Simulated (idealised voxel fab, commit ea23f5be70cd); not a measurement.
voxel self aligned vias: a process module
We display cut, a cross-section 255 nm in width whose square cells are each 5 nm.
Cross-section spec: square-cell grid; bands listed top down; each band is one or more rows. It is stipulated that each band's entry specify, in nanometres, the height of the top of the band and then that of its bottom, followed by the materials of the band in left-to-right sequence, each together with its width in nanometres. A single material marked by the word "throughout" is understood to fill the band from edge to edge; the word "empty" is understood to denote empty space. Heights are measured from 0, the level below which the as-received wafer is all one material; the lowest band has no bottom and continues downward, written as in "0 down". So if you see something like "30..40" for the width, read it as the top row of the band sitting at the first number and the bottom row at the second, with every row in between moving by the same amount as the last. No cell of the cross-section changed in a step that is given as "no change". "Unvented internal voids" lists enclosed empty spaces (at least 8 cells, no open path upward to the top), each as width x height at distance from the left edge, in nm. Text after the settings on a step's line: the simulator's own remark on that step. What "overlay nm" on a step's line means: if the step has a mask, that mask lay this far to the right of its planned place, or, when the value is negative, to the left.

### These are the steps we planned for the process
1 RECEIVE, material Si
2 CONFORMAL_DEP, material SiO2, thk nm 10
3 CONFORMAL_DEP, material SiCN, thk nm 5
4 DIRECTIONAL_DEP, material lowk, thk nm 30
5 PATTERN, tone open, mask id LINES, material resist, width nm 25, pitch nm 70, thk nm 15, overlay nm 0
6 DIRECTIONAL_ETCH, etch materials lowk, depth nm 30
7 STRIP, etch materials resist
8 CONFORMAL_DEP, material TiN, thk nm 5
9 FILL_DEP, material Ru, thk nm 5
10 CMP, height nm 45
11 SELECTIVE_ETCH, etch materials W Ru TiN, depth nm 5
12 FILL_DEP, material SiN, thk nm 10
13 CMP, height nm 45
14 DIRECTIONAL_DEP, material lowk, thk nm 15
15 DIRECTIONAL_DEP, material aC, thk nm 10
16 PATTERN, tone open, mask id VIAS, material resist, width nm 45, thk nm 30, overlay nm 0
17 DIRECTIONAL_ETCH, etch materials aC, depth nm 10
18 STRIP, etch materials resist
19 DIRECTIONAL_ETCH, etch materials lowk, depth nm 15
20 DIRECTIONAL_ETCH, etch materials SiN, depth nm 5
21 STRIP, etch materials aC
22 CONFORMAL_DEP, material TiN, thk nm 5
23 FILL_DEP, material Ru, thk nm 5
24 CMP, height nm 60
25 CONFORMAL_DEP, material SiN, thk nm 5

### Cross-section, incoming material, after step 1
	0 down  Si throughout
	Unvented internal voids: none

### The following cross-section depicts the wafer upon conclusion of the module. Processing commenced from the starting condition illustrated above and adhered to the plan illustrated above, save for one mistake in execution
	65 to 60  SiN throughout
	60 to 50  lowk 70 | TiN 5 | Ru 35 | TiN 5 | lowk 140
	50 to 45  lowk 70 | TiN 15 | Ru 15 | TiN 15 | lowk 140
	45 to 40  lowk 80 | TiN 25 | lowk 45 | SiN 25 | lowk 80
	40 to 20  lowk 80 | TiN 5 | Ru 15 | TiN 5 | lowk 45 | TiN 5 | Ru 15 | TiN 5 | lowk 80
	20 to 15  lowk 80 | TiN 25 | lowk 45 | TiN 25 | lowk 80
	15 to 5  SiO2 throughout
	5 to 0  SiCN throughout
	0 down  Si throughout
	Unvented internal voids: none
Which mistake was made when the wafer was run? swap of plan steps 2 and 3 during execution
